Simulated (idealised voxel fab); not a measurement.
The process module presented herein is designated voxel double patterning.
Cross-section cut spans 295 nm and uses square cells 5 nm in size.
The cross-sections in this document take the form of a grid made of square cells. They are written out as bands, in order from top to bottom. Each band consists of one or more rows of cells. Top, bottom (nm), then materials left to right with widths (nm); lone material tagged "everywhere" fills the whole band edge to edge; "air" = empty space. Height is counted from the level 0, under which the received wafer is composed throughout of one material. The lowest of the bands is not closed at the bottom but continues downward, in the notation "z 0 and below". Graded width ("30..40"): value in top row of band = first number; value in bottom row = second number; row-to-row change constant. No cell of the cross-section changed in a step that is given as "stayed the same". Closed empty spaces (no open way to the top) of 8 cells or more are what "Enclosed empty spaces" lists, each as width x height at distance from the left edge, nm for all three. Text after the settings on a step's line: the simulator's own remark on that step. You can add "overlay nm" to a step's line. For a step with a mask, it describes how far the mask lay to the right of its planned position, and a negative number describes a lay to the left.

-- Process steps foreseen in the plan
1,RECEIVE, material Si
2,CONFORMAL_DEP, material SiO2, thk nm 5
3,DIRECTIONAL_DEP, material W, thk nm 10
4,DIRECTIONAL_DEP, material SiCN, thk nm 10
5,DIRECTIONAL_DEP, material aC, thk nm 15
6,PATTERN, tone open, mask id FIRST, material resist, width nm 15, pitch nm 50, thk nm 35, overlay nm 0
7,DIRECTIONAL_ETCH, etch materials aC, depth nm 15
8,STRIP, etch materials resist
9,DIRECTIONAL_ETCH, etch materials SiCN, depth nm 10
10,STRIP, etch materials aC
11,MASKED_ETCH, tone open, mask id SECOND, width nm 15, etch materials SiCN, depth nm 10, overlay nm 0
12,DIRECTIONAL_ETCH, etch materials W, depth nm 10
13,STRIP, etch materials SiCN
Split variable: thk nm, step 2. Plan value = first wafer. Wafers start alike.

-- The first of several wafers, as received after step 1, seen in section
    z 0 and below  Si everywhere
    Enclosed empty spaces: none

-- Cross-section, first of several wafers, end of module, after last step 13
    z 15 to 5  115 nm W / 15 nm air / 10 nm W / 15 nm air / 10 nm W / 15 nm air / 115 nm W
    z 5 to 0  SiO2 everywhere
    z 0 and below  Si everywhere
    Enclosed empty spaces: none

-- Wafer cross-section (last wafer, module end)
    z 30 to 20  115 nm W / 15 nm air / 10 nm W / 15 nm air / 10 nm W / 15 nm air / 115 nm W
    z 20 to 0  SiO2 everywhere
    z 0 and below  Si everywhere
    Enclosed empty spaces: none

-- For your reference, the table is organized with a row per wafer; each row reflects the wafer at the end of the module, indicating for each material the cells gained (+) or lost (-) since receipt, and thereafter its closed voids
thk nm 5; +59 SiO2; +100 W; Enclosed empty spaces: none
thk nm 10; +118 SiO2; +100 W; Enclosed empty spaces: none
thk nm 15; +177 SiO2; +100 W; Enclosed empty spaces: none
thk nm 20; +236 SiO2; +100 W; Enclosed empty spaces: none
